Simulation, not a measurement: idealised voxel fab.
Presented below is a process module, voxel self aligned vias.
The cross-section on display is named cut; it measures 270 nm wide, and its cells are 5 nm squares.
Cross-section = grid of square cells, listed top down in bands; band = one or more rows. Top height, bottom height, nm. Materials left to right, width each, nm. Single material + "throughout" = fills band edge to edge. "air" = empty. Heights are expressed relative to 0, this being the level below which the as-received wafer comprises one material exclusively. The lowest band is unbounded in the downward direction and is denoted as in "0 -> down". A width given as "30 to 40" starts at the first number in the band's top row and ends at the second number in its bottom row, shifting by an equal amount at every step from row to row. Any step labelled "all unchanged" changed none of the cells in the cross-section. Enclosed voids (no open way to top), threshold 8 cells or more, entry "Enclosed void inventory", notation width x height at distance, distance from left edge, nm. after a step's settings: what the simulator itself notes on the step. "overlay nm" on a masked step: distance the mask lay right of its planned place, negative for left.

Set out below are the planned steps of the process:
1,RECEIVE | material Si
2,CONFORMAL_DEP | material SiO2 | thk nm 15
3,CONFORMAL_DEP | material SiCN | thk nm 5
4,DIRECTIONAL_DEP | material lowk | thk nm 30
5,MASKED_ETCH | tone open | mask id LINES | width nm 25 | pitch nm 75 | etch materials lowk | depth nm 30 | overlay nm 0
6,CONFORMAL_DEP | material TiN | thk nm 5
7,FILL_DEP | material W | thk nm 10
8,CMP | height nm 50
9,SELECTIVE_ETCH | etch materials W Ru TiN | depth nm 5
10,FILL_DEP | material SiN | thk nm 5
11,CMP | height nm 50
12,DIRECTIONAL_DEP | material lowk | thk nm 15
13,MASKED_ETCH | tone open | mask id VIAS | width nm 45 | pitch nm 75 | etch materials lowk | depth nm 15 | overlay nm 0
14,MASKED_ETCH | tone open | mask id VIAS | width nm 45 | pitch nm 75 | etch materials SiN | depth nm 5 | overlay nm 0
15,CONFORMAL_DEP | material TiN | thk nm 5
16,FILL_DEP | material Cu | thk nm 10
17,CMP | height nm 65
18,CONFORMAL_DEP | material SiN | thk nm 5

First of two wafers: run as planned:

Wafer as received: cross-section following step 1:
* 0 -> down  Si throughout
* Enclosed void inventory: none

Step 2 done - wafer cross-section:
* 15 -> 0  SiO2 throughout
* Below 0 it's all the same as before, nothing changed down there.

Step 3 done - wafer cross-section:
* 20 -> 15  SiCN throughout
* Below 15 it's all the same as before, nothing changed down there.

Step 4 done - wafer cross-section:
* 50 -> 20  lowk throughout
* Below 20 it's all the same as before, nothing changed down there.

Step 5 done - wafer cross-section:
* 50 -> 20  45 lowk, then 25 air, then 50 lowk, then 25 air, then 50 lowk, then 25 air, then 50 lowk
* Below 20 it's all the same as before, nothing changed down there.

Step 6 done - wafer cross-section:
* 55 -> 50  50 TiN, then 15 air, then 60 TiN, then 15 air, then 60 TiN, then 15 air, then 55 TiN
* 50 -> 25  45 lowk, then 5 TiN, then 15 air, then 5 TiN, then 50 lowk, then 5 TiN, then 15 air, then 5 TiN, then 50 lowk, then 5 TiN, then 15 air, then 5 TiN, then 50 lowk
* 25 -> 20  45 lowk, then 25 TiN, then 50 lowk, then 25 TiN, then 50 lowk, then 25 TiN, then 50 lowk
* Below 20 it's all the same as before, nothing changed down there.

Step 7 done - wafer cross-section:
* 65 -> 55  W throughout
* 55 -> 50  50 TiN, then 15 W, then 60 TiN, then 15 W, then 60 TiN, then 15 W, then 55 TiN
* 50 -> 25  45 lowk, then 5 TiN, then 15 W, then 5 TiN, then 50 lowk, then 5 TiN, then 15 W, then 5 TiN, then 50 lowk, then 5 TiN, then 15 W, then 5 TiN, then 50 lowk
* Below 25 it's all the same as before, nothing changed down there.

Step 8 done - wafer cross-section:
* 50 -> 25  45 lowk, then 5 TiN, then 15 W, then 5 TiN, then 50 lowk, then 5 TiN, then 15 W, then 5 TiN, then 50 lowk, then 5 TiN, then 15 W, then 5 TiN, then 50 lowk
* Below 25 it's all the same as before, nothing changed down there.

Step 9 done - wafer cross-section:
* 50 -> 45  45 lowk, then 25 air, then 50 lowk, then 25 air, then 50 lowk, then 25 air, then 50 lowk
* Below 45 it's all the same as before, nothing changed down there.

Step 10 done - wafer cross-section:
* 55 -> 50  SiN throughout
* 50 -> 45  45 lowk, then 25 SiN, then 50 lowk, then 25 SiN, then 50 lowk, then 25 SiN, then 50 lowk
* Below 45 it's all the same as before, nothing changed down there.

Step 11 done - wafer cross-section:
* 50 -> 45  45 lowk, then 25 SiN, then 50 lowk, then 25 SiN, then 50 lowk, then 25 SiN, then 50 lowk
* Below 45 it's all the same as before, nothing changed down there.

Step 12 done - wafer cross-section:
* 65 -> 50  lowk throughout
* Below 50 it's all the same as before, nothing changed down there.

Step 13 done - wafer cross-section:
* 65 -> 50  35 lowk, then 45 air, then 30 lowk, then 45 air, then 30 lowk, then 45 air, then 40 lowk
* Below 50 it's all the same as before, nothing changed down there.

Step 14 done - wafer cross-section:
* 65 -> 50  35 lowk, then 45 air, then 30 lowk, then 45 air, then 30 lowk, then 45 air, then 40 lowk
* 50 -> 45  45 lowk, then 25 air, then 50 lowk, then 25 air, then 50 lowk, then 25 air, then 50 lowk
* Below 45 it's all the same as before, nothing changed down there.

Step 15 done - wafer cross-section:
* 70 -> 65  40 TiN, then 35 air, then 40 TiN, then 35 air, then 40 TiN, then 35 air, then 45 TiN
* 65 -> 55  35 lowk, then 5 TiN, then 35 air, then 5 TiN, then 30 lowk, then 5 TiN, then 35 air, then 5 TiN, then 30 lowk, then 5 TiN, then 35 air, then 5 TiN, then 40 lowk
* 55 -> 50  35 lowk, then 15 TiN, then 15 air, then 15 TiN, then 30 lowk, then 15 TiN, then 15 air, then 15 TiN, then 30 lowk, then 15 TiN, then 15 air, then 15 TiN, then 40 lowk
* 50 -> 45  45 lowk, then 25 TiN, then 50 lowk, then 25 TiN, then 50 lowk, then 25 TiN, then 50 lowk
* Below 45 it's all the same as before, nothing changed down there.

Step 16 done - wafer cross-section:
* 80 -> 70  Cu throughout
* 70 -> 65  40 TiN, then 35 Cu, then 40 TiN, then 35 Cu, then 40 TiN, then 35 Cu, then 45 TiN
* 65 -> 55  35 lowk, then 5 TiN, then 35 Cu, then 5 TiN, then 30 lowk, then 5 TiN, then 35 Cu, then 5 TiN, then 30 lowk, then 5 TiN, then 35 Cu, then 5 TiN, then 40 lowk
* 55 -> 50  35 lowk, then 15 TiN, then 15 Cu, then 15 TiN, then 30 lowk, then 15 TiN, then 15 Cu, then 15 TiN, then 30 lowk, then 15 TiN, then 15 Cu, then 15 TiN, then 40 lowk
* Below 50 it's all the same as before, nothing changed down there.

Step 17 done - wafer cross-section:
* 65 -> 55  35 lowk, then 5 TiN, then 35 Cu, then 5 TiN, then 30 lowk, then 5 TiN, then 35 Cu, then 5 TiN, then 30 lowk, then 5 TiN, then 35 Cu, then 5 TiN, then 40 lowk
* Below 55 it's all the same as before, nothing changed down there.

Step 18 done - wafer cross-section:
* 70 -> 65  SiN throughout
* Below 65 it's all the same as before, nothing changed down there.

It is to be noted that the second wafer proceeded from the same initial state and according to the same plan as the first, although one mistake was committed in its execution; through step 12, inclusive, the two wafers share an identical history:

Cross-section: second wafer, time at which step 13 was scheduled to end:
* 65 -> 50  35 air, then 45 lowk, then 30 air, then 45 lowk, then 30 air, then 45 lowk, then 40 air
* Below 50 it's all the same as before, nothing changed down there.

Cross-section: second wafer, time at which step 14 was scheduled to end: all unchanged

Cross-section: second wafer, time at which step 15 was scheduled to end:
* 70 -> 65  30 air, then 55 TiN, then 20 air, then 55 TiN, then 20 air, then 55 TiN, then 35 air
* 65 -> 55  30 air, then 5 TiN, then 45 lowk, then 5 TiN, then 20 air, then 5 TiN, then 45 lowk, then 5 TiN, then 20 air, then 5 TiN, then 45 lowk, then 5 TiN, then 35 air
* 55 -> 50  35 TiN, then 45 lowk, then 30 TiN, then 45 lowk, then 30 TiN, then 45 lowk, then 40 TiN
* Below 50 it's all the same as before, nothing changed down there.

Cross-section: second wafer, time at which step 16 was scheduled to end:
* 80 -> 70  Cu throughout
* 70 -> 65  30 Cu, then 55 TiN, then 20 Cu, then 55 TiN, then 20 Cu, then 55 TiN, then 35 Cu
* 65 -> 55  30 Cu, then 5 TiN, then 45 lowk, then 5 TiN, then 20 Cu, then 5 TiN, then 45 lowk, then 5 TiN, then 20 Cu, then 5 TiN, then 45 lowk, then 5 TiN, then 35 Cu
* Below 55 it's all the same as before, nothing changed down there.

Cross-section: second wafer, time at which step 17 was scheduled to end:
* 65 -> 55  30 Cu, then 5 TiN, then 45 lowk, then 5 TiN, then 20 Cu, then 5 TiN, then 45 lowk, then 5 TiN, then 20 Cu, then 5 TiN, then 45 lowk, then 5 TiN, then 35 Cu
* Below 55 it's all the same as before, nothing changed down there.

Cross-section: second wafer, time at which step 18 was scheduled to end:
* 70 -> 65  SiN throughout
* Below 65 it's all the same as before, nothing changed down there.
In executing the process, a mistake was made relative to the plan: step 13 did not use the planned setting and instead ran as MASKED_ETCH | tone cover | mask id VIAS | width nm 45 | pitch nm 75 | etch materials lowk | depth nm 15 | overlay nm 0
Final difference in cells, second wafer against first, listed per material as more or fewer: Cu: 9 fewer; SiN: 15 more; TiN: 6 fewer
